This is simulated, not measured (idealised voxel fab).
process module | voxel lift off
cross-section cut | 295 nm wide | cells 5 nm
A cross-section is a grid of square cells, given in bands from the top down. A band is one or more rows of cells.
Each band's line starts with the height of the band's top and of its bottom, in nm. Then come its materials from left to right, each with its width in nm. One material with "throughout" fills the band from edge to edge. "air" is empty space.
Height 0 is the level under which the wafer as received is all one material. The lowest band goes on downwards, as in "0 down".
A width such as "30 to 40" changes by the same amount from each row of cells to the next, from the band's top row to its bottom row.
"no change" after a step means that no cell of the cross-section changed.
closed voids: empty space of 8 cells or more with no open way to the top, each as width x height at its distance from the left edge, in nm
after a step's settings: what the simulator itself notes on the step
overlay nm, on a step with a mask: how far to the right of its planned place the mask lay; to the left if negative
plan
1 op RECEIVE | material Si
2 op CONFORMAL_DEP | material SiN | thk nm 5
3 op PATTERN | tone open | mask id LINES | material resist | width nm 25 | pitch nm 55 | thk nm 30 | overlay nm 0
4 op DIRECTIONAL_DEP | material Ru | thk nm 15
5 op STRIP | etch materials resist
6 op CONFORMAL_DEP | material SiN | thk nm 10
as received, after step 1
  0 down: Si throughout
  closed voids: none
a wafer at the end: this start, this plan, one mistake
  35 to 20: air 35 | SiN 220 | air 40
  20 to 5: SiN 50 | Ru 25 | SiN 30 | Ru 25 | SiN 30 | Ru 25 | SiN 30 | Ru 25 | SiN 55
  5 to 0: SiN throughout
  0 down: Si throughout
  closed voids: none
what went wrong: step 6 ran as: op CONFORMAL_DEP | material SiN | thk nm 15
